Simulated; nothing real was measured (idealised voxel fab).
Process module name: voxel fin reveal
Cross-section cut: width 245 nm, square cells of 5 nm.
In what follows, cross-sections appear as grids of square cells, described through bands that run from the top down, where every band is one or more rows of cells.
Top height, bottom height, nm. Materials left to right, width each, nm. Single material + "edge to edge" = fills band edge to edge. "air" = empty.
Heads up on the height convention: 0 is the point under which the incoming wafer is all one material, and the lowest band has no bottom, it just keeps going down, like "0 and below".
Width "30->40": first value at the band's top row of cells, second value at its bottom row, equal change from row to row.
You'll sometimes find "no modifications" written for a step, and that's the way of saying that nowhere in the cross-section did a cell change during that step.
Enclosed voids (no open way to top), threshold 8 cells or more, entry "Fully sealed voids", notation width x height at distance, distance from left edge, nm.
Whatever follows a step's settings on its line is a remark the simulator itself makes about that step.
Each step line may optionally specify "overlay nm", which for a step with a mask gives the rightward distance between the mask's planned place and where it lay, a negative value indicating the leftward direction.
### This section lists the process steps that were planned
1,RECEIVE with material Si
2,CONFORMAL_DEP with material SiN, thk nm 10
3,MASKED_ETCH with tone cover, mask id FINS, width nm 15, pitch nm 40, etch materials SiN, depth nm 10, overlay nm 0
4,MASKED_ETCH with tone cover, mask id FINS, width nm 15, pitch nm 40, etch materials Si, depth nm 35, overlay nm 0
5,OXIDIZE with depth nm 5
6,FILL_DEP with material SiO2, thk nm 15
7,CMP with height nm 10
8,SELECTIVE_ETCH with etch materials SiO2, depth nm 20
9,STRIP with etch materials SiN
10,CONFORMAL_DEP with material HfO2, thk nm 5
Among the wafers covered here, the point of difference is the width nm at step 3; their starting state is shared, and the plan presents the value of the first wafer.
### Cross-section of the first incoming wafer of several, state after step 1
0 and below: Si edge to edge
Fully sealed voids: none
### Depicted here is the first of several wafers in cross-section, at module completion following the last step, step 10
5 down to 0: air (55) / HfO2 (15) / air (25) / HfO2 (15) / air (25) / HfO2 (15) / air (25) / HfO2 (15) / air (55)
0 down to -5: air (55) / HfO2 (5) / Si (5) / HfO2 (5) / air (25) / HfO2 (5) / Si (5) / HfO2 (5) / air (25) / HfO2 (5) / Si (5) / HfO2 (5) / air (25) / HfO2 (5) / Si (5) / HfO2 (5) / air (55)
-5 down to -10: HfO2 (60) / Si (5) / HfO2 (35) / Si (5) / HfO2 (35) / Si (5) / HfO2 (35) / Si (5) / HfO2 (60)
-10 down to -40: SiO2 (60) / Si (5) / SiO2 (35) / Si (5) / SiO2 (35) / Si (5) / SiO2 (35) / Si (5) / SiO2 (60)
-40 and below: Si edge to edge
Fully sealed voids: none
### Cross-section, module end, final of several wafers
5 down to 0: air (50) / HfO2 (25) / air (15) / HfO2 (25) / air (15) / HfO2 (25) / air (15) / HfO2 (25) / air (50)
0 down to -5: air (50) / HfO2 (5) / Si (15) / HfO2 (5) / air (15) / HfO2 (5) / Si (15) / HfO2 (5) / air (15) / HfO2 (5) / Si (15) / HfO2 (5) / air (15) / HfO2 (5) / Si (15) / HfO2 (5) / air (50)
-5 down to -10: HfO2 (55) / Si (15) / HfO2 (25) / Si (15) / HfO2 (25) / Si (15) / HfO2 (25) / Si (15) / HfO2 (55)
-10 down to -40: SiO2 (55) / Si (15) / SiO2 (25) / Si (15) / SiO2 (25) / Si (15) / SiO2 (25) / Si (15) / SiO2 (55)
-40 and below: Si edge to edge
Fully sealed voids: none
### What follows is a table in which each wafer occupies a row; for the wafer as it stands at the close of the module, the row states, material by material, how many cells have been gained (+) or lost (-) since receipt, and then gives its closed voids
width nm 15; +65 HfO2; -360 Si; +270 SiO2; Fully sealed voids: none
width nm 20; +65 HfO2; -328 Si; +246 SiO2; Fully sealed voids: none
width nm 25; +65 HfO2; -296 Si; +222 SiO2; Fully sealed voids: none
